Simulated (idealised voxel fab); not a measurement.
The document below concerns the process module designated voxel trench capacitor.
Displayed cross-section: cut, width of 210 nm, square cells sized 5 nm.
Format of a cross-section: grid, square cells. Given as bands. Order: top down. Band: one or more rows of cells.
Per band: top height and bottom height in nm, followed by the left-to-right materials and their widths in nm; "edge to edge" marks a single material spanning edge to edge, "blank" marks empty space.
Zero point of the height axis is 0; under it, received wafer = one material. Lowest band: continues down indefinitely, "0 down".
A two-number width, for instance "30 to 40", indicates that the width is equal to the first number in the top row of the band and to the second number in the bottom row, and that it changes by a constant amount per row of cells.
"everything unchanged" means the step left every cell of the cross-section as it was.
Under "Unvented cavities" you'll find the enclosed gaps, the ones with no way out to the top, that are 8 cells or bigger; each reads width x height at distance, with distance counted from the left edge, everything in nm.
What comes after the settings on a step's line is commentary from the simulator itself on that step.
What "overlay nm" on a step's line means: if the step has a mask, that mask lay this far to the right of its planned place, or, when the value is negative, to the left.

So here's the lineup of process steps we planned
- 1: RECEIVE (material Si)
- 2: CONFORMAL_DEP (material SiN; thk nm 10)
- 3: DIRECTIONAL_DEP (material aC; thk nm 10)
- 4: PATTERN (tone open; mask id TRENCH; material resist; width nm 25; pitch nm 50; thk nm 25; overlay nm 0)
- 5: DIRECTIONAL_ETCH (etch materials aC; depth nm 10)
- 6: STRIP (etch materials resist)
- 7: DIRECTIONAL_ETCH (etch materials SiN; depth nm 10)
- 8: DIRECTIONAL_ETCH (etch materials Si; depth nm 30)
- 9: STRIP (etch materials aC)
- 10: CONFORMAL_DEP (material SiO2; thk nm 5)
- 11: FILL_DEP (material polySi; thk nm 5)
- 12: CMP (height nm 10)

The first wafer of two, processed as planned

As received, after step 1
    0 down | Si edge to edge
    Unvented cavities: none

You're looking at a cross-section of the wafer after step 2
    10 to 0 | SiN edge to edge
    All layers under 0 are left as they were.

You're looking at a cross-section of the wafer after step 3
    20 to 10 | aC edge to edge
    All layers under 10 are left as they were.

You're looking at a cross-section of the wafer after step 4
    45 to 20 | resist=15 | blank=25 | resist=25 | blank=25 | resist=25 | blank=25 | resist=25 | blank=25 | resist=20
    All layers under 20 are left as they were.

You're looking at a cross-section of the wafer after step 5
    35 to 20 | resist=15 | blank=25 | resist=25 | blank=25 | resist=25 | blank=25 | resist=25 | blank=25 | resist=20
    20 to 10 | aC=15 | blank=25 | aC=25 | blank=25 | aC=25 | blank=25 | aC=25 | blank=25 | aC=20
    All layers under 10 are left as they were.

You're looking at a cross-section of the wafer after step 6
    20 to 10 | aC=15 | blank=25 | aC=25 | blank=25 | aC=25 | blank=25 | aC=25 | blank=25 | aC=20
    All layers under 10 are left as they were.

You're looking at a cross-section of the wafer after step 7
    20 to 10 | aC=15 | blank=25 | aC=25 | blank=25 | aC=25 | blank=25 | aC=25 | blank=25 | aC=20
    10 to 0 | SiN=15 | blank=25 | SiN=25 | blank=25 | SiN=25 | blank=25 | SiN=25 | blank=25 | SiN=20
    All layers under 0 are left as they were.

You're looking at a cross-section of the wafer after step 8
    20 to 10 | aC=15 | blank=25 | aC=25 | blank=25 | aC=25 | blank=25 | aC=25 | blank=25 | aC=20
    10 to 0 | SiN=15 | blank=25 | SiN=25 | blank=25 | SiN=25 | blank=25 | SiN=25 | blank=25 | SiN=20
    0 to -30 | Si=15 | blank=25 | Si=25 | blank=25 | Si=25 | blank=25 | Si=25 | blank=25 | Si=20
    All layers under -30 are left as they were.

You're looking at a cross-section of the wafer after step 9
    10 to 0 | SiN=15 | blank=25 | SiN=25 | blank=25 | SiN=25 | blank=25 | SiN=25 | blank=25 | SiN=20
    All layers under 0 are left as they were.

You're looking at a cross-section of the wafer after step 10
    15 to 10 | SiO2=20 | blank=15 | SiO2=35 | blank=15 | SiO2=35 | blank=15 | SiO2=35 | blank=15 | SiO2=25
    10 to 0 | SiN=15 | SiO2=5 | blank=15 | SiO2=5 | SiN=25 | SiO2=5 | blank=15 | SiO2=5 | SiN=25 | SiO2=5 | blank=15 | SiO2=5 | SiN=25 | SiO2=5 | blank=15 | SiO2=5 | SiN=20
    0 to -25 | Si=15 | SiO2=5 | blank=15 | SiO2=5 | Si=25 | SiO2=5 | blank=15 | SiO2=5 | Si=25 | SiO2=5 | blank=15 | SiO2=5 | Si=25 | SiO2=5 | blank=15 | SiO2=5 | Si=20
    -25 to -30 | Si=15 | SiO2=25 | Si=25 | SiO2=25 | Si=25 | SiO2=25 | Si=25 | SiO2=25 | Si=20
    All layers under -30 are left as they were.

You're looking at a cross-section of the wafer after step 11
    20 to 15 | polySi edge to edge
    15 to 10 | SiO2=20 | polySi=15 | SiO2=35 | polySi=15 | SiO2=35 | polySi=15 | SiO2=35 | polySi=15 | SiO2=25
    10 to 0 | SiN=15 | SiO2=5 | polySi=15 | SiO2=5 | SiN=25 | SiO2=5 | polySi=15 | SiO2=5 | SiN=25 | SiO2=5 | polySi=15 | SiO2=5 | SiN=25 | SiO2=5 | polySi=15 | SiO2=5 | SiN=20
    0 to -25 | Si=15 | SiO2=5 | polySi=15 | SiO2=5 | Si=25 | SiO2=5 | polySi=15 | SiO2=5 | Si=25 | SiO2=5 | polySi=15 | SiO2=5 | Si=25 | SiO2=5 | polySi=15 | SiO2=5 | Si=20
    All layers under -25 are left as they were.

You're looking at a cross-section of the wafer after step 12
    10 to 0 | SiN=15 | SiO2=5 | polySi=15 | SiO2=5 | SiN=25 | SiO2=5 | polySi=15 | SiO2=5 | SiN=25 | SiO2=5 | polySi=15 | SiO2=5 | SiN=25 | SiO2=5 | polySi=15 | SiO2=5 | SiN=20
    All layers under 0 are left as they were.

Companion wafer, the second of two: same beginning, same intended sequence, one mistake in carrying it out; through step 3 inclusive it tracks the first exactly

The second wafer cut through, at the time step 4 was supposed to be finished
    45 to 20 | resist=20 | blank=20 | resist=30 | blank=20 | resist=30 | blank=20 | resist=30 | blank=20 | resist=20
    All layers under 20 are left as they were.

The second wafer cut through, at the time step 5 was supposed to be finished
    35 to 20 | resist=20 | blank=20 | resist=30 | blank=20 | resist=30 | blank=20 | resist=30 | blank=20 | resist=20
    20 to 10 | aC=20 | blank=20 | aC=30 | blank=20 | aC=30 | blank=20 | aC=30 | blank=20 | aC=20
    All layers under 10 are left as they were.

The second wafer cut through, at the time step 6 was supposed to be finished
    20 to 10 | aC=20 | blank=20 | aC=30 | blank=20 | aC=30 | blank=20 | aC=30 | blank=20 | aC=20
    All layers under 10 are left as they were.

The second wafer cut through, at the time step 7 was supposed to be finished
    20 to 10 | aC=20 | blank=20 | aC=30 | blank=20 | aC=30 | blank=20 | aC=30 | blank=20 | aC=20
    10 to 0 | SiN=20 | blank=20 | SiN=30 | blank=20 | SiN=30 | blank=20 | SiN=30 | blank=20 | SiN=20
    All layers under 0 are left as they were.

The second wafer cut through, at the time step 8 was supposed to be finished
    20 to 10 | aC=20 | blank=20 | aC=30 | blank=20 | aC=30 | blank=20 | aC=30 | blank=20 | aC=20
    10 to 0 | SiN=20 | blank=20 | SiN=30 | blank=20 | SiN=30 | blank=20 | SiN=30 | blank=20 | SiN=20
    0 to -30 | Si=20 | blank=20 | Si=30 | blank=20 | Si=30 | blank=20 | Si=30 | blank=20 | Si=20
    All layers under -30 are left as they were.

The second wafer cut through, at the time step 9 was supposed to be finished
    10 to 0 | SiN=20 | blank=20 | SiN=30 | blank=20 | SiN=30 | blank=20 | SiN=30 | blank=20 | SiN=20
    All layers under 0 are left as they were.

The second wafer cut through, at the time step 10 was supposed to be finished
    15 to 10 | SiO2=25 | blank=10 | SiO2=40 | blank=10 | SiO2=40 | blank=10 | SiO2=40 | blank=10 | SiO2=25
    10 to 0 | SiN=20 | SiO2=5 | blank=10 | SiO2=5 | SiN=30 | SiO2=5 | blank=10 | SiO2=5 | SiN=30 | SiO2=5 | blank=10 | SiO2=5 | SiN=30 | SiO2=5 | blank=10 | SiO2=5 | SiN=20
    0 to -25 | Si=20 | SiO2=5 | blank=10 | SiO2=5 | Si=30 | SiO2=5 | blank=10 | SiO2=5 | Si=30 | SiO2=5 | blank=10 | SiO2=5 | Si=30 | SiO2=5 | blank=10 | SiO2=5 | Si=20
    -25 to -30 | Si=20 | SiO2=20 | Si=30 | SiO2=20 | Si=30 | SiO2=20 | Si=30 | SiO2=20 | Si=20
    All layers under -30 are left as they were.

The second wafer cut through, at the time step 11 was supposed to be finished
    20 to 15 | polySi edge to edge
    15 to 10 | SiO2=25 | polySi=10 | SiO2=40 | polySi=10 | SiO2=40 | polySi=10 | SiO2=40 | polySi=10 | SiO2=25
    10 to 0 | SiN=20 | SiO2=5 | polySi=10 | SiO2=5 | SiN=30 | SiO2=5 | polySi=10 | SiO2=5 | SiN=30 | SiO2=5 | polySi=10 | SiO2=5 | SiN=30 | SiO2=5 | polySi=10 | SiO2=5 | SiN=20
    0 to -25 | Si=20 | SiO2=5 | polySi=10 | SiO2=5 | Si=30 | SiO2=5 | polySi=10 | SiO2=5 | Si=30 | SiO2=5 | polySi=10 | SiO2=5 | Si=30 | SiO2=5 | polySi=10 | SiO2=5 | Si=20
    All layers under -25 are left as they were.

The second wafer cut through, at the time step 12 was supposed to be finished
    10 to 0 | SiN=20 | SiO2=5 | polySi=10 | SiO2=5 | SiN=30 | SiO2=5 | polySi=10 | SiO2=5 | SiN=30 | SiO2=5 | polySi=10 | SiO2=5 | SiN=30 | SiO2=5 | polySi=10 | SiO2=5 | SiN=20
    All layers under 0 are left as they were.
Heads up, the wafer didn't run the way we planned it: step 4 changed vs plan, executed as PATTERN (tone open; mask id TRENCH; material resist; width nm 20; pitch nm 50; thk nm 25; overlay nm 0)
Once processing is complete, comparing cell counts shows that the second wafer has more or fewer of certain materials than the first: +24 Si, +8 SiN, -4 SiO2, -28 polySi
